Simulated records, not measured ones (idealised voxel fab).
process module | voxel transistor to metal
Pictured: cross-section cut, 295 nm wide, on a grid of 5 nm square cells.
A cross-section is a grid of square cells, given in bands from the top down. A band is one or more rows of cells. Band: top and bottom heights (nm) first, top before bottom; then materials from left to right, widths in nm. "edge to edge" marks a sole material filling the band edge to edge. "blank" denotes empty space. The reference from which all heights are counted is 0, the level beneath which the as-received wafer is entirely one material; the lowest band, having no lower bound, proceeds downward and is written after the example "0 -> down". The two numbers in a width such as "30..40" mark its ends across the band: the first belongs to the top row of cells, the second to the bottom row, and from each row to the next the width moves by the same amount. Step note "stayed the same" = no cross-section cell changed. What "Tabulated closed voids" gives you is every empty space of 8 cells or more that is cut off from the top. Each appears as width x height at distance, with the distance taken from the left edge and width, height and distance all in nm. Note: text after step settings on the step line = simulator remark on that step. When a step includes a mask, the "overlay nm" setting on its line states how far to the right of its planned place that mask lay, and negative values state how far to the left.

These are the steps we planned for the process:
1 RECEIVE,material Si
2 CONFORMAL_DEP,material SiO2,thk nm 5
3 CONFORMAL_DEP,material SiN,thk nm 15
4 PATTERN,tone cover,mask id ACTIVE,material resist,width nm 110,pitch nm 140,thk nm 20,overlay nm 0
5 DIRECTIONAL_ETCH,etch materials SiN,depth nm 15
6 DIRECTIONAL_ETCH,etch materials SiO2,depth nm 5
7 DIRECTIONAL_ETCH,etch materials Si,depth nm 35
8 STRIP,etch materials resist
9 OXIDIZE,depth nm 5
10 FILL_DEP,material SiO2,thk nm 15
11 CMP,height nm 20
12 SELECTIVE_ETCH,etch materials SiO2,depth nm 10
13 STRIP,etch materials SiN
14 SELECTIVE_ETCH,etch materials SiO2,depth nm 5
15 OXIDIZE,depth nm 5
16 DIRECTIONAL_DEP,material polySi,thk nm 30
17 DIRECTIONAL_DEP,material SiCN,thk nm 15
18 MASKED_ETCH,tone cover,mask id GATE,width nm 20,pitch nm 140,etch materials SiCN,depth nm 25,overlay nm 0
19 MASKED_ETCH,tone cover,mask id GATE,width nm 20,pitch nm 140,etch materials polySi,depth nm 40,overlay nm 0
20 CONFORMAL_DEP,material SiO2,thk nm 5
21 DIRECTIONAL_ETCH,etch materials SiO2,depth nm 5
22 CONFORMAL_DEP,material SiN,thk nm 5
23 DIRECTIONAL_ETCH,etch materials SiN,depth nm 5
24 DIRECTIONAL_ETCH,etch materials SiO2,depth nm 5
25 EPI,material nSi,thk nm 5
26 FILL_DEP,material SiO2,thk nm 5
27 CMP,height nm 45
28 DIRECTIONAL_DEP,material SiO2,thk nm 15
29 PATTERN,tone open,mask id CONTACT,material resist,width nm 35,thk nm 15,overlay nm 0
30 DIRECTIONAL_ETCH,etch materials SiO2,depth nm 60
31 STRIP,etch materials resist
32 CONFORMAL_DEP,material TiN,thk nm 5
33 FILL_DEP,material Ru,thk nm 5
34 CMP,height nm 60
35 DIRECTIONAL_DEP,material TiN,thk nm 5
36 DIRECTIONAL_DEP,material Ru,thk nm 15
37 MASKED_ETCH,tone cover,mask id METAL_1,width nm 20,etch materials Ru,depth nm 15,overlay nm 0
38 MASKED_ETCH,tone cover,mask id METAL_1,width nm 20,etch materials TiN,depth nm 5,overlay nm 0
39 FILL_DEP,material SiO2,thk nm 5
40 CMP,height nm 80
41 CONFORMAL_DEP,material SiCN,thk nm 5
42 DIRECTIONAL_DEP,material lowk,thk nm 30
43 DIRECTIONAL_DEP,material aC,thk nm 10
44 PATTERN,tone open,mask id METAL_2,material resist,width nm 20,pitch nm 140,thk nm 30,overlay nm -10
45 DIRECTIONAL_ETCH,etch materials aC,depth nm 10
46 STRIP,etch materials resist
47 DIRECTIONAL_ETCH,etch materials lowk,depth nm 15
48 STRIP,etch materials aC
49 PATTERN,tone open,mask id METAL_2_HOLES,material resist,width nm 15,pitch nm 140,thk nm 15,overlay nm 0
50 DIRECTIONAL_ETCH,etch materials lowk,depth nm 15
51 DIRECTIONAL_ETCH,etch materials SiCN,depth nm 5
52 STRIP,etch materials resist
53 CONFORMAL_DEP,material TiN,thk nm 5
54 FILL_DEP,material Ru,thk nm 10
55 CMP,height nm 115
56 CONFORMAL_DEP,material SiN,thk nm 5
Keep in mind the plan's value for the overlay nm of step 44 comes from the first wafer; the wafers don't share that setting, but they do share the same starting point.

The as-received cross-section of the first of several wafers corresponds to the state after step 1:
  0 -> down  Si edge to edge
  Tabulated closed voids: none

Heads up, this table goes wafer by wafer. A row tells you, at the end of the module, how many cells of each material that wafer has put on (+) or dropped (-) since it was received, and then its closed voids:
overlay nm -10 | +244 Ru | -192 Si | +79 SiCN | +99 SiN | +636 SiO2 | +166 TiN | +312 lowk | +24 nSi | +48 polySi | Tabulated closed voids: none
overlay nm -5 | +248 Ru | -192 Si | +77 SiCN | +99 SiN | +636 SiO2 | +164 TiN | +312 lowk | +24 nSi | +48 polySi | Tabulated closed voids: none
overlay nm 0 | +248 Ru | -192 Si | +77 SiCN | +99 SiN | +636 SiO2 | +164 TiN | +312 lowk | +24 nSi | +48 polySi | Tabulated closed voids: none
overlay nm 5 | +244 Ru | -192 Si | +79 SiCN | +99 SiN | +636 SiO2 | +166 TiN | +312 lowk | +24 nSi | +48 polySi | Tabulated closed voids: none
overlay nm 10 | +248 Ru | -192 Si | +81 SiCN | +99 SiN | +636 SiO2 | +160 TiN | +312 lowk | +24 nSi | +48 polySi | Tabulated closed voids: none
overlay nm 15 | +252 Ru | -192 Si | +83 SiCN | +99 SiN | +636 SiO2 | +154 TiN | +312 lowk | +24 nSi | +48 polySi | Tabulated closed voids: none
